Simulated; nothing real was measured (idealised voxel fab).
Presented below is a process module, voxel fin reveal.
It is cross-section cut that appears here, measuring 270 nm in width, its square cells being 5 nm in size.
Cross-section, as written here: a square-cell grid given band by band from the top down, where a band holds one or more rows of cells. It is stipulated that each band's entry specify, in nanometres, the height of the top of the band and then that of its bottom, followed by the materials of the band in left-to-right sequence, each together with its width in nanometres. A single material marked by the word "all across" is understood to fill the band from edge to edge; the word "empty" is understood to denote empty space. Zero point of the height axis is 0; under it, received wafer = one material. Lowest band: continues down indefinitely, "from 0 down". The two numbers in a width such as "30->40" mark its ends across the band: the first belongs to the top row of cells, the second to the bottom row, and from each row to the next the width moves by the same amount. Reading "identical to before" for a step: not a cell of the cross-section changed in it. What "Non-vented voids" gives you is every empty space of 8 cells or more that is cut off from the top. Each appears as width x height at distance, with the distance taken from the left edge and width, height and distance all in nm. It should be noted that, on the line of a given step, the content following the step's settings is a remark produced by the simulator itself with respect to that step. What "overlay nm" on a step's line means: if the step has a mask, that mask lay this far to the right of its planned place, or, when the value is negative, to the left. Each pair of cross-sections that follows straddles one process step: the one shows the state before the step, the other the state after it, down to the lowest band that changed and no further. The step in question, and its settings, are given under the pair. Note that a pair is not necessarily a continuation of the pair above it, since pairs can come from different runs of this module on the same starting wafer; it is a continuation only where its entry headed "Before processing" says so.

Before processing:
from 0 down  Si all across
Non-vented voids: none

Post-Step Appearance:
from 5 to 0  SiN all across
Below 0 it's all the same as before, nothing changed down there.
Non-vented voids: none
Step applied between the pre-step and post-step cross-sections shown above: CONFORMAL_DEP, material SiN, thk nm 5

Before processing: the cross-section after the pair above

Post-Step Appearance:
from 25 to 5  empty: 75 | resist: 15 | empty: 20 | resist: 15 | empty: 20 | resist: 15 | empty: 20 | resist: 15 | empty: 75
Below 5 it's all the same as before, nothing changed down there.
Non-vented voids: none
Step applied between the pre-step and post-step cross-sections shown above: PATTERN, tone cover, mask id FINS, material resist, width nm 15, pitch nm 35, thk nm 20, overlay nm 0

Before processing: the cross-section after the pair above

Post-Step Appearance:
from 25 to 5  empty: 75 | resist: 15 | empty: 20 | resist: 15 | empty: 20 | resist: 15 | empty: 20 | resist: 15 | empty: 75
from 5 to 0  empty: 75 | SiN: 15 | empty: 20 | SiN: 15 | empty: 20 | SiN: 15 | empty: 20 | SiN: 15 | empty: 75
Below 0 it's all the same as before, nothing changed down there.
Non-vented voids: none
Step applied between the pre-step and post-step cross-sections shown above: DIRECTIONAL_ETCH, etch materials SiN, depth nm 5

Before processing: the cross-section after the pair above

Post-Step Appearance:
from 25 to 5  empty: 75 | resist: 15 | empty: 20 | resist: 15 | empty: 20 | resist: 15 | empty: 20 | resist: 15 | empty: 75
from 5 to 0  empty: 75 | SiN: 15 | empty: 20 | SiN: 15 | empty: 20 | SiN: 15 | empty: 20 | SiN: 15 | empty: 75
from 0 to -35  empty: 75 | Si: 15 | empty: 20 | Si: 15 | empty: 20 | Si: 15 | empty: 20 | Si: 15 | empty: 75
Below -35 it's all the same as before, nothing changed down there.
Non-vented voids: none
Step applied between the pre-step and post-step cross-sections shown above: DIRECTIONAL_ETCH, etch materials Si, depth nm 35

Before processing: the cross-section after the pair above

Post-Step Appearance:
from 5 to 0  empty: 75 | SiN: 15 | empty: 20 | SiN: 15 | empty: 20 | SiN: 15 | empty: 20 | SiN: 15 | empty: 75
Below 0 it's all the same as before, nothing changed down there.
Non-vented voids: none
Step applied between the pre-step and post-step cross-sections shown above: STRIP, etch materials resist

Before processing: the cross-section after the pair above

Post-Step Appearance:
from 5 to 0  empty: 75 | SiN: 15 | empty: 20 | SiN: 15 | empty: 20 | SiN: 15 | empty: 20 | SiN: 15 | empty: 75
from 0 to -35  empty: 75 | SiO2: 5 | Si: 5 | SiO2: 5 | empty: 20 | SiO2: 5 | Si: 5 | SiO2: 5 | empty: 20 | SiO2: 5 | Si: 5 | SiO2: 5 | empty: 20 | SiO2: 5 | Si: 5 | SiO2: 5 | empty: 75
from -35 to -40  SiO2: 80 | Si: 5 | SiO2: 30 | Si: 5 | SiO2: 30 | Si: 5 | SiO2: 30 | Si: 5 | SiO2: 80
Below -40 it's all the same as before, nothing changed down there.
Non-vented voids: none
Step applied between the pre-step and post-step cross-sections shown above: OXIDIZE, depth nm 5

Before processing: the cross-section after the pair above

Post-Step Appearance:
from 20 to 5  SiO2 all across
from 5 to 0  SiO2: 75 | SiN: 15 | SiO2: 20 | SiN: 15 | SiO2: 20 | SiN: 15 | SiO2: 20 | SiN: 15 | SiO2: 75
from 0 to -40  SiO2: 80 | Si: 5 | SiO2: 30 | Si: 5 | SiO2: 30 | Si: 5 | SiO2: 30 | Si: 5 | SiO2: 80
Below -40 it's all the same as before, nothing changed down there.
Non-vented voids: none
Step applied between the pre-step and post-step cross-sections shown above: FILL_DEP, material SiO2, thk nm 15

Before processing: the cross-section after the pair above

Post-Step Appearance:
from 5 to 0  SiO2: 75 | SiN: 15 | SiO2: 20 | SiN: 15 | SiO2: 20 | SiN: 15 | SiO2: 20 | SiN: 15 | SiO2: 75
Below 0 it's all the same as before, nothing changed down there.
Non-vented voids: none
Step applied between the pre-step and post-step cross-sections shown above: CMP, height nm 5

Before processing: the cross-section after the pair above

Post-Step Appearance:
from 5 to 0  empty: 75 | SiN: 15 | empty: 20 | SiN: 15 | empty: 20 | SiN: 15 | empty: 20 | SiN: 15 | empty: 75
from 0 to -15  empty: 80 | Si: 5 | empty: 30 | Si: 5 | empty: 30 | Si: 5 | empty: 30 | Si: 5 | empty: 80
Below -15 it's all the same as before, nothing changed down there.
Non-vented voids: none
Step applied between the pre-step and post-step cross-sections shown above: SELECTIVE_ETCH, etch materials SiO2, depth nm 20

Before processing: the cross-section after the pair above

Post-Step Appearance:
from 0 to -15  empty: 80 | Si: 5 | empty: 30 | Si: 5 | empty: 30 | Si: 5 | empty: 30 | Si: 5 | empty: 80
Below -15 it's all the same as before, nothing changed down there.
Non-vented voids: none
Step applied between the pre-step and post-step cross-sections shown above: STRIP, etch materials SiN

Before processing: the cross-section after the pair above

Post-Step Appearance:
from 5 to 0  empty: 75 | SiO2: 15 | empty: 20 | SiO2: 15 | empty: 20 | SiO2: 15 | empty: 20 | SiO2: 15 | empty: 75
from 0 to -10  empty: 75 | SiO2: 5 | Si: 5 | SiO2: 5 | empty: 20 | SiO2: 5 | Si: 5 | SiO2: 5 | empty: 20 | SiO2: 5 | Si: 5 | SiO2: 5 | empty: 20 | SiO2: 5 | Si: 5 | SiO2: 5 | empty: 75
from -10 to -40  SiO2: 80 | Si: 5 | SiO2: 30 | Si: 5 | SiO2: 30 | Si: 5 | SiO2: 30 | Si: 5 | SiO2: 80
Below -40 it's all the same as before, nothing changed down there.
Non-vented voids: none
Step applied between the pre-step and post-step cross-sections shown above: CONFORMAL_DEP, material SiO2, thk nm 5

Before processing:
from 20 to 5  SiO2 all across
from 5 to 0  SiO2: 75 | SiN: 15 | SiO2: 20 | SiN: 15 | SiO2: 20 | SiN: 15 | SiO2: 20 | SiN: 15 | SiO2: 75
from 0 to -40  SiO2: 80 | Si: 5 | SiO2: 30 | Si: 5 | SiO2: 30 | Si: 5 | SiO2: 30 | Si: 5 | SiO2: 80
from -40 down  Si all across
Non-vented voids: none

Post-Step Appearance:
from 5 to 0  empty: 75 | SiN: 15 | empty: 20 | SiN: 15 | empty: 20 | SiN: 15 | empty: 20 | SiN: 15 | empty: 75
Below 0 it's all the same as before, nothing changed down there.
Non-vented voids: none
Step applied between the pre-step and post-step cross-sections shown above: SELECTIVE_ETCH, etch materials SiO2, depth nm 20

Before processing: the cross-section after the pair above

Post-Step Appearance:
from 0 to -40  SiO2: 80 | Si: 5 | SiO2: 30 | Si: 5 | SiO2: 30 | Si: 5 | SiO2: 30 | Si: 5 | SiO2: 80
Below -40 it's all the same as before, nothing changed down there.
Non-vented voids: none
Step applied between the pre-step and post-step cross-sections shown above: STRIP, etch materials SiN

Before processing: the cross-section after the pair above

Post-Step Appearance:
from 5 to 0  SiO2 all across
Below 0 it's all the same as before, nothing changed down there.
Non-vented voids: none
Step applied between the pre-step and post-step cross-sections shown above: CONFORMAL_DEP, material SiO2, thk nm 5

Before processing:
from 25 to 5  empty: 75 | resist: 15 | empty: 20 | resist: 15 | empty: 20 | resist: 15 | empty: 20 | resist: 15 | empty: 75
from 5 to 0  empty: 75 | SiN: 15 | empty: 20 | SiN: 15 | empty: 20 | SiN: 15 | empty: 20 | SiN: 15 | empty: 75
from 0 to -35  empty: 75 | Si: 15 | empty: 20 | Si: 15 | empty: 20 | Si: 15 | empty: 20 | Si: 15 | empty: 75
from -35 down  Si all across
Non-vented voids: none

Post-Step Appearance:
from 25 to 5  empty: 75 | resist: 15 | empty: 20 | resist: 15 | empty: 20 | resist: 15 | empty: 20 | resist: 15 | empty: 75
from 5 to 0  empty: 75 | SiN: 15 | empty: 20 | SiN: 15 | empty: 20 | SiN: 15 | empty: 20 | SiN: 15 | empty: 75
from 0 to -70  empty: 75 | Si: 15 | empty: 20 | Si: 15 | empty: 20 | Si: 15 | empty: 20 | Si: 15 | empty: 75
Below -70 it's all the same as before, nothing changed down there.
Non-vented voids: none
Step applied between the pre-step and post-step cross-sections shown above: DIRECTIONAL_ETCH, etch materials Si, depth nm 35

Before processing: the cross-section after the pair above

Post-Step Appearance:
from 5 to 0  empty: 75 | SiN: 15 | empty: 20 | SiN: 15 | empty: 20 | SiN: 15 | empty: 20 | SiN: 15 | empty: 75
Below 0 it's all the same as before, nothing changed down there.
Non-vented voids: none
Step applied between the pre-step and post-step cross-sections shown above: STRIP, etch materials resist

Before processing: the cross-section after the pair above

Post-Step Appearance:
from 5 to 0  empty: 75 | SiN: 15 | empty: 20 | SiN: 15 | empty: 20 | SiN: 15 | empty: 20 | SiN: 15 | empty: 75
from 0 to -70  empty: 75 | SiO2: 5 | Si: 5 | SiO2: 5 | empty: 20 | SiO2: 5 | Si: 5 | SiO2: 5 | empty: 20 | SiO2: 5 | Si: 5 | SiO2: 5 | empty: 20 | SiO2: 5 | Si: 5 | SiO2: 5 | empty: 75
from -70 to -75  SiO2: 80 | Si: 5 | SiO2: 30 | Si: 5 | SiO2: 30 | Si: 5 | SiO2: 30 | Si: 5 | SiO2: 80
Below -75 it's all the same as before, nothing changed down there.
Non-vented voids: none
Step applied between the pre-step and post-step cross-sections shown above: OXIDIZE, depth nm 5

Before processing: the cross-section after the pair above

Post-Step Appearance:
from 20 to 5  SiO2 all across
from 5 to 0  SiO2: 75 | SiN: 15 | SiO2: 20 | SiN: 15 | SiO2: 20 | SiN: 15 | SiO2: 20 | SiN: 15 | SiO2: 75
from 0 to -75  SiO2: 80 | Si: 5 | SiO2: 30 | Si: 5 | SiO2: 30 | Si: 5 | SiO2: 30 | Si: 5 | SiO2: 80
Below -75 it's all the same as before, nothing changed down there.
Non-vented voids: none
Step applied between the pre-step and post-step cross-sections shown above: FILL_DEP, material SiO2, thk nm 15

Before processing: the cross-section after the pair above

Post-Step Appearance:
from 5 to 0  SiO2: 75 | SiN: 15 | SiO2: 20 | SiN: 15 | SiO2: 20 | SiN: 15 | SiO2: 20 | SiN: 15 | SiO2: 75
Below 0 it's all the same as before, nothing changed down there.
Non-vented voids: none
Step applied between the pre-step and post-step cross-sections shown above: CMP, height nm 5

Before processing: the cross-section after the pair above

Post-Step Appearance:
from 5 to 0  empty: 75 | SiN: 15 | empty: 20 | SiN: 15 | empty: 20 | SiN: 15 | empty: 20 | SiN: 15 | empty: 75
from 0 to -15  empty: 80 | Si: 5 | empty: 30 | Si: 5 | empty: 30 | Si: 5 | empty: 30 | Si: 5 | empty: 80
Below -15 it's all the same as before, nothing changed down there.
Non-vented voids: none
Step applied between the pre-step and post-step cross-sections shown above: SELECTIVE_ETCH, etch materials SiO2, depth nm 20

Before processing: the cross-section after the pair above

Post-Step Appearance:
from 0 to -15  empty: 80 | Si: 5 | empty: 30 | Si: 5 | empty: 30 | Si: 5 | empty: 30 | Si: 5 | empty: 80
Below -15 it's all the same as before, nothing changed down there.
Non-vented voids: none
Step applied between the pre-step and post-step cross-sections shown above: STRIP, etch materials SiN

Before processing: the cross-section after the pair above

Post-Step Appearance:
from 5 to 0  empty: 75 | SiO2: 15 | empty: 20 | SiO2: 15 | empty: 20 | SiO2: 15 | empty: 20 | SiO2: 15 | empty: 75
from 0 to -10  empty: 75 | SiO2: 5 | Si: 5 | SiO2: 5 | empty: 20 | SiO2: 5 | Si: 5 | SiO2: 5 | empty: 20 | SiO2: 5 | Si: 5 | SiO2: 5 | empty: 20 | SiO2: 5 | Si: 5 | SiO2: 5 | empty: 75
from -10 to -75  SiO2: 80 | Si: 5 | SiO2: 30 | Si: 5 | SiO2: 30 | Si: 5 | SiO2: 30 | Si: 5 | SiO2: 80
Below -75 it's all the same as before, nothing changed down there.
Non-vented voids: none
Step applied between the pre-step and post-step cross-sections shown above: CONFORMAL_DEP, material SiO2, thk nm 5

Before processing:
from 5 to 0  SiO2: 75 | SiN: 15 | SiO2: 20 | SiN: 15 | SiO2: 20 | SiN: 15 | SiO2: 20 | SiN: 15 | SiO2: 75
from 0 to -40  SiO2: 80 | Si: 5 | SiO2: 30 | Si: 5 | SiO2: 30 | Si: 5 | SiO2: 30 | Si: 5 | SiO2: 80
from -40 down  Si all across
Non-vented voids: none

Post-Step Appearance:
from 5 to 0  SiO2: 75 | empty: 15 | SiO2: 20 | empty: 15 | SiO2: 20 | empty: 15 | SiO2: 20 | empty: 15 | SiO2: 75
Below 0 it's all the same as before, nothing changed down there.
Non-vented voids: none
Step applied between the pre-step and post-step cross-sections shown above: STRIP, etch materials SiN

Before processing: the cross-section after the pair above

Post-Step Appearance:
from 0 to -15  empty: 80 | Si: 5 | empty: 30 | Si: 5 | empty: 30 | Si: 5 | empty: 30 | Si: 5 | empty: 80
from -15 to -20  SiO2: 55 | empty: 25 | Si: 5 | empty: 30 | Si: 5 | empty: 30 | Si: 5 | empty: 30 | Si: 5 | empty: 25 | SiO2: 55
Below -20 it's all the same as before, nothing changed down there.
Non-vented voids: none
Step applied between the pre-step and post-step cross-sections shown above: SELECTIVE_ETCH, etch materials SiO2, depth nm 20

Before processing: the cross-section after the pair above

Post-Step Appearance:
from 5 to 0  empty: 75 | SiO2: 15 | empty: 20 | SiO2: 15 | empty: 20 | SiO2: 15 | empty: 20 | SiO2: 15 | empty: 75
from 0 to -10  empty: 75 | SiO2: 5 | Si: 5 | SiO2: 5 | empty: 20 | SiO2: 5 | Si: 5 | SiO2: 5 | empty: 20 | SiO2: 5 | Si: 5 | SiO2: 5 | empty: 20 | SiO2: 5 | Si: 5 | SiO2: 5 | empty: 75
from -10 to -15  SiO2: 60 | empty: 15 | SiO2: 5 | Si: 5 | SiO2: 5 | empty: 20 | SiO2: 5 | Si: 5 | SiO2: 5 | empty: 20 | SiO2: 5 | Si: 5 | SiO2: 5 | empty: 20 | SiO2: 5 | Si: 5 | SiO2: 5 | empty: 15 | SiO2: 60
from -15 to -40  SiO2: 80 | Si: 5 | SiO2: 30 | Si: 5 | SiO2: 30 | Si: 5 | SiO2: 30 | Si: 5 | SiO2: 80
Below -40 it's all the same as before, nothing changed down there.
Non-vented voids: none
Step applied between the pre-step and post-step cross-sections shown above: CONFORMAL_DEP, material SiO2, thk nm 5

Before processing:
from 25 to 5  empty: 75 | resist: 15 | empty: 20 | resist: 15 | empty: 20 | resist: 15 | empty: 20 | resist: 15 | empty: 75
from 5 to 0  empty: 75 | SiN: 15 | empty: 20 | SiN: 15 | empty: 20 | SiN: 15 | empty: 20 | SiN: 15 | empty: 75
from 0 down  Si all across
Non-vented voids: none

Post-Step Appearance:
from 25 to 5  empty: 75 | resist: 15 | empty: 20 | resist: 15 | empty: 20 | resist: 15 | empty: 20 | resist: 15 | empty: 75
from 5 to 0  empty: 75 | SiN: 15 | empty: 20 | SiN: 15 | empty: 20 | SiN: 15 | empty: 20 | SiN: 15 | empty: 75
from 0 to -30  empty: 75 | Si: 15 | empty: 20 | Si: 15 | empty: 20 | Si: 15 | empty: 20 | Si: 15 | empty: 75
Below -30 it's all the same as before, nothing changed down there.
Non-vented voids: none
Step applied between the pre-step and post-step cross-sections shown above: DIRECTIONAL_ETCH, etch materials Si, depth nm 30

Before processing: the cross-section after the pair above

Post-Step Appearance:
from 5 to 0  empty: 75 | SiN: 15 | empty: 20 | SiN: 15 | empty: 20 | SiN: 15 | empty: 20 | SiN: 15 | empty: 75
Below 0 it's all the same as before, nothing changed down there.
Non-vented voids: none
Step applied between the pre-step and post-step cross-sections shown above: STRIP, etch materials resist

Before processing: the cross-section after the pair above

Post-Step Appearance:
from 5 to 0  empty: 75 | SiN: 15 | empty: 20 | SiN: 15 | empty: 20 | SiN: 15 | empty: 20 | SiN: 15 | empty: 75
from 0 to -30  empty: 75 | SiO2: 5 | Si: 5 | SiO2: 5 | empty: 20 | SiO2: 5 | Si: 5 | SiO2: 5 | empty: 20 | SiO2: 5 | Si: 5 | SiO2: 5 | empty: 20 | SiO2: 5 | Si: 5 | SiO2: 5 | empty: 75
from -30 to -35  SiO2: 80 | Si: 5 | SiO2: 30 | Si: 5 | SiO2: 30 | Si: 5 | SiO2: 30 | Si: 5 | SiO2: 80
Below -35 it's all the same as before, nothing changed down there.
Non-vented voids: none
Step applied between the pre-step and post-step cross-sections shown above: OXIDIZE, depth nm 5

Before processing: the cross-section after the pair above

Post-Step Appearance:
from 20 to 5  SiO2 all across
from 5 to 0  SiO2: 75 | SiN: 15 | SiO2: 20 | SiN: 15 | SiO2: 20 | SiN: 15 | SiO2: 20 | SiN: 15 | SiO2: 75
from 0 to -35  SiO2: 80 | Si: 5 | SiO2: 30 | Si: 5 | SiO2: 30 | Si: 5 | SiO2: 30 | Si: 5 | SiO2: 80
Below -35 it's all the same as before, nothing changed down there.
Non-vented voids: none
Step applied between the pre-step and post-step cross-sections shown above: FILL_DEP, material SiO2, thk nm 15

Before processing: the cross-section after the pair above

Post-Step Appearance:
from 5 to 0  SiO2: 75 | SiN: 15 | SiO2: 20 | SiN: 15 | SiO2: 20 | SiN: 15 | SiO2: 20 | SiN: 15 | SiO2: 75
Below 0 it's all the same as before, nothing changed down there.
Non-vented voids: none
Step applied between the pre-step and post-step cross-sections shown above: CMP, height nm 5

Before processing: the cross-section after the pair above

Post-Step Appearance:
from 5 to 0  empty: 75 | SiN: 15 | empty: 20 | SiN: 15 | empty: 20 | SiN: 15 | empty: 20 | SiN: 15 | empty: 75
from 0 to -15  empty: 80 | Si: 5 | empty: 30 | Si: 5 | empty: 30 | Si: 5 | empty: 30 | Si: 5 | empty: 80
Below -15 it's all the same as before, nothing changed down there.
Non-vented voids: none
Step applied between the pre-step and post-step cross-sections shown above: SELECTIVE_ETCH, etch materials SiO2, depth nm 20

Before processing: the cross-section after the pair above

Post-Step Appearance:
from 0 to -15  empty: 80 | Si: 5 | empty: 30 | Si: 5 | empty: 30 | Si: 5 | empty: 30 | Si: 5 | empty: 80
Below -15 it's all the same as before, nothing changed down there.
Non-vented voids: none
Step applied between the pre-step and post-step cross-sections shown above: STRIP, etch materials SiN

Before processing: the cross-section after the pair above

Post-Step Appearance:
from 5 to 0  empty: 75 | SiO2: 15 | empty: 20 | SiO2: 15 | empty: 20 | SiO2: 15 | empty: 20 | SiO2: 15 | empty: 75
from 0 to -10  empty: 75 | SiO2: 5 | Si: 5 | SiO2: 5 | empty: 20 | SiO2: 5 | Si: 5 | SiO2: 5 | empty: 20 | SiO2: 5 | Si: 5 | SiO2: 5 | empty: 20 | SiO2: 5 | Si: 5 | SiO2: 5 | empty: 75
from -10 to -35  SiO2: 80 | Si: 5 | SiO2: 30 | Si: 5 | SiO2: 30 | Si: 5 | SiO2: 30 | Si: 5 | SiO2: 80
Below -35 it's all the same as before, nothing changed down there.
Non-vented voids: none
Step applied between the pre-step and post-step cross-sections shown above: CONFORMAL_DEP, material SiO2, thk nm 5

Before processing:
from 5 to 0  SiN all across
from 0 down  Si all across
Non-vented voids: none

Post-Step Appearance:
from 25 to 5  empty: 75 | resist: 20 | empty: 15 | resist: 20 | empty: 15 | resist: 20 | empty: 15 | resist: 20 | empty: 70
Below 5 it's all the same as before, nothing changed down there.
Non-vented voids: none
Step applied between the pre-step and post-step cross-sections shown above: PATTERN, tone cover, mask id FINS, material resist, width nm 20, pitch nm 35, thk nm 20, overlay nm 0

Before processing: the cross-section after the pair above

Post-Step Appearance:
from 25 to 5  empty: 75 | resist: 20 | empty: 15 | resist: 20 | empty: 15 | resist: 20 | empty: 15 | resist: 20 | empty: 70
from 5 to 0  empty: 75 | SiN: 20 | empty: 15 | SiN: 20 | empty: 15 | SiN: 20 | empty: 15 | SiN: 20 | empty: 70
Below 0 it's all the same as before, nothing changed down there.
Non-vented voids: none
Step applied between the pre-step and post-step cross-sections shown above: DIRECTIONAL_ETCH, etch materials SiN, depth nm 5

Before processing: the cross-section after the pair above

Post-Step Appearance:
from 25 to 5  empty: 75 | resist: 20 | empty: 15 | resist: 20 | empty: 15 | resist: 20 | empty: 15 | resist: 20 | empty: 70
from 5 to 0  empty: 75 | SiN: 20 | empty: 15 | SiN: 20 | empty: 15 | SiN: 20 | empty: 15 | SiN: 20 | empty: 70
from 0 to -35  empty: 75 | Si: 20 | empty: 15 | Si: 20 | empty: 15 | Si: 20 | empty: 15 | Si: 20 | empty: 70
Below -35 it's all the same as before, nothing changed down there.
Non-vented voids: none
Step applied between the pre-step and post-step cross-sections shown above: DIRECTIONAL_ETCH, etch materials Si, depth nm 35

Before processing: the cross-section after the pair above

Post-Step Appearance:
from 5 to 0  empty: 75 | SiN: 20 | empty: 15 | SiN: 20 | empty: 15 | SiN: 20 | empty: 15 | SiN: 20 | empty: 70
Below 0 it's all the same as before, nothing changed down there.
Non-vented voids: none
Step applied between the pre-step and post-step cross-sections shown above: STRIP, etch materials resist

Before processing: the cross-section after the pair above

Post-Step Appearance:
from 5 to 0  empty: 75 | SiN: 20 | empty: 15 | SiN: 20 | empty: 15 | SiN: 20 | empty: 15 | SiN: 20 | empty: 70
from 0 to -35  empty: 75 | SiO2: 5 | Si: 10 | SiO2: 5 | empty: 15 | SiO2: 5 | Si: 10 | SiO2: 5 | empty: 15 | SiO2: 5 | Si: 10 | SiO2: 5 | empty: 15 | SiO2: 5 | Si: 10 | SiO2: 5 | empty: 70
from -35 to -40  SiO2: 80 | Si: 10 | SiO2: 25 | Si: 10 | SiO2: 25 | Si: 10 | SiO2: 25 | Si: 10 | SiO2: 75
Below -40 it's all the same as before, nothing changed down there.
Non-vented voids: none
Step applied between the pre-step and post-step cross-sections shown above: OXIDIZE, depth nm 5

Before processing: the cross-section after the pair above

Post-Step Appearance:
from 20 to 5  SiO2 all across
from 5 to 0  SiO2: 75 | SiN: 20 | SiO2: 15 | SiN: 20 | SiO2: 15 | SiN: 20 | SiO2: 15 | SiN: 20 | SiO2: 70
from 0 to -40  SiO2: 80 | Si: 10 | SiO2: 25 | Si: 10 | SiO2: 25 | Si: 10 | SiO2: 25 | Si: 10 | SiO2: 75
Below -40 it's all the same as before, nothing changed down there.
Non-vented voids: none
Step applied between the pre-step and post-step cross-sections shown above: FILL_DEP, material SiO2, thk nm 15

Before processing: the cross-section after the pair above

Post-Step Appearance:
from 5 to 0  SiO2: 75 | SiN: 20 | SiO2: 15 | SiN: 20 | SiO2: 15 | SiN: 20 | SiO2: 15 | SiN: 20 | SiO2: 70
Below 0 it's all the same as before, nothing changed down there.
Non-vented voids: none
Step applied between the pre-step and post-step cross-sections shown above: CMP, height nm 5

Before processing: the cross-section after the pair above

Post-Step Appearance:
from 5 to 0  empty: 75 | SiN: 20 | empty: 15 | SiN: 20 | empty: 15 | SiN: 20 | empty: 15 | SiN: 20 | empty: 70
from 0 to -15  empty: 80 | Si: 10 | empty: 25 | Si: 10 | empty: 25 | Si: 10 | empty: 25 | Si: 10 | empty: 75
Below -15 it's all the same as before, nothing changed down there.
Non-vented voids: none
Step applied between the pre-step and post-step cross-sections shown above: SELECTIVE_ETCH, etch materials SiO2, depth nm 20

Before processing: the cross-section after the pair above

Post-Step Appearance:
from 0 to -15  empty: 80 | Si: 10 | empty: 25 | Si: 10 | empty: 25 | Si: 10 | empty: 25 | Si: 10 | empty: 75
Below -15 it's all the same as before, nothing changed down there.
Non-vented voids: none
Step applied between the pre-step and post-step cross-sections shown above: STRIP, etch materials SiN

Before processing: the cross-section after the pair above

Post-Step Appearance:
from 5 to 0  empty: 75 | SiO2: 20 | empty: 15 | SiO2: 20 | empty: 15 | SiO2: 20 | empty: 15 | SiO2: 20 | empty: 70
from 0 to -10  empty: 75 | SiO2: 5 | Si: 10 | SiO2: 5 | empty: 15 | SiO2: 5 | Si: 10 | SiO2: 5 | empty: 15 | SiO2: 5 | Si: 10 | SiO2: 5 | empty: 15 | SiO2: 5 | Si: 10 | SiO2: 5 | empty: 70
from -10 to -40  SiO2: 80 | Si: 10 | SiO2: 25 | Si: 10 | SiO2: 25 | Si: 10 | SiO2: 25 | Si: 10 | SiO2: 75
Below -40 it's all the same as before, nothing changed down there.
Non-vented voids: none
Step applied between the pre-step and post-step cross-sections shown above: CONFORMAL_DEP, material SiO2, thk nm 5

Before processing:
from 5 to 0  SiN all across
from 0 down  Si all across
Non-vented voids: none

Post-Step Appearance:
from 25 to 5  empty: 85 | resist: 15 | empty: 20 | resist: 15 | empty: 20 | resist: 15 | empty: 20 | resist: 15 | empty: 65
Below 5 it's all the same as before, nothing changed down there.
Non-vented voids: none
Step applied between the pre-step and post-step cross-sections shown above: PATTERN, tone cover, mask id FINS, material resist, width nm 15, pitch nm 35, thk nm 20, overlay nm 10

Before processing: the cross-section after the pair above

Post-Step Appearance:
from 25 to 5  empty: 85 | resist: 15 | empty: 20 | resist: 15 | empty: 20 | resist: 15 | empty: 20 | resist: 15 | empty: 65
from 5 to 0  empty: 85 | SiN: 15 | empty: 20 | SiN: 15 | empty: 20 | SiN: 15 | empty: 20 | SiN: 15 | empty: 65
Below 0 it's all the same as before, nothing changed down there.
Non-vented voids: none
Step applied between the pre-step and post-step cross-sections shown above: DIRECTIONAL_ETCH, etch materials SiN, depth nm 5

Before processing: the cross-section after the pair above

Post-Step Appearance:
from 25 to 5  empty: 85 | resist: 15 | empty: 20 | resist: 15 | empty: 20 | resist: 15 | empty: 20 | resist: 15 | empty: 65
from 5 to 0  empty: 85 | SiN: 15 | empty: 20 | SiN: 15 | empty: 20 | SiN: 15 | empty: 20 | SiN: 15 | empty: 65
from 0 to -35  empty: 85 | Si: 15 | empty: 20 | Si: 15 | empty: 20 | Si: 15 | empty: 20 | Si: 15 | empty: 65
Below -35 it's all the same as before, nothing changed down there.
Non-vented voids: none
Step applied between the pre-step and post-step cross-sections shown above: DIRECTIONAL_ETCH, etch materials Si, depth nm 35

Before processing: the cross-section after the pair above

Post-Step Appearance:
from 5 to 0  empty: 85 | SiN: 15 | empty: 20 | SiN: 15 | empty: 20 | SiN: 15 | empty: 20 | SiN: 15 | empty: 65
Below 0 it's all the same as before, nothing changed down there.
Non-vented voids: none
Step applied between the pre-step and post-step cross-sections shown above: STRIP, etch materials resist

Before processing: the cross-section after the pair above

Post-Step Appearance:
from 5 to 0  empty: 85 | SiN: 15 | empty: 20 | SiN: 15 | empty: 20 | SiN: 15 | empty: 20 | SiN: 15 | empty: 65
from 0 to -35  empty: 85 | SiO2: 5 | Si: 5 | SiO2: 5 | empty: 20 | SiO2: 5 | Si: 5 | SiO2: 5 | empty: 20 | SiO2: 5 | Si: 5 | SiO2: 5 | empty: 20 | SiO2: 5 | Si: 5 | SiO2: 5 | empty: 65
from -35 to -40  SiO2: 90 | Si: 5 | SiO2: 30 | Si: 5 | SiO2: 30 | Si: 5 | SiO2: 30 | Si: 5 | SiO2: 70
Below -40 it's all the same as before, nothing changed down there.
Non-vented voids: none
Step applied between the pre-step and post-step cross-sections shown above: OXIDIZE, depth nm 5

Before processing: the cross-section after the pair above

Post-Step Appearance:
from 20 to 5  SiO2 all across
from 5 to 0  SiO2: 85 | SiN: 15 | SiO2: 20 | SiN: 15 | SiO2: 20 | SiN: 15 | SiO2: 20 | SiN: 15 | SiO2: 65
from 0 to -40  SiO2: 90 | Si: 5 | SiO2: 30 | Si: 5 | SiO2: 30 | Si: 5 | SiO2: 30 | Si: 5 | SiO2: 70
Below -40 it's all the same as before, nothing changed down there.
Non-vented voids: none
Step applied between the pre-step and post-step cross-sections shown above: FILL_DEP, material SiO2, thk nm 15

Before processing: the cross-section after the pair above

Post-Step Appearance:
from 5 to 0  SiO2: 85 | SiN: 15 | SiO2: 20 | SiN: 15 | SiO2: 20 | SiN: 15 | SiO2: 20 | SiN: 15 | SiO2: 65
Below 0 it's all the same as before, nothing changed down there.
Non-vented voids: none
Step applied between the pre-step and post-step cross-sections shown above: CMP, height nm 5

Before processing: the cross-section after the pair above

Post-Step Appearance:
from 5 to 0  empty: 85 | SiN: 15 | empty: 20 | SiN: 15 | empty: 20 | SiN: 15 | empty: 20 | SiN: 15 | empty: 65
from 0 to -15  empty: 90 | Si: 5 | empty: 30 | Si: 5 | empty: 30 | Si: 5 | empty: 30 | Si: 5 | empty: 70
Below -15 it's all the same as before, nothing changed down there.
Non-vented voids: none
Step applied between the pre-step and post-step cross-sections shown above: SELECTIVE_ETCH, etch materials SiO2, depth nm 20

Before processing: the cross-section after the pair above

Post-Step Appearance:
from 0 to -15  empty: 90 | Si: 5 | empty: 30 | Si: 5 | empty: 30 | Si: 5 | empty: 30 | Si: 5 | empty: 70
Below -15 it's all the same as before, nothing changed down there.
Non-vented voids: none
Step applied between the pre-step and post-step cross-sections shown above: STRIP, etch materials SiN
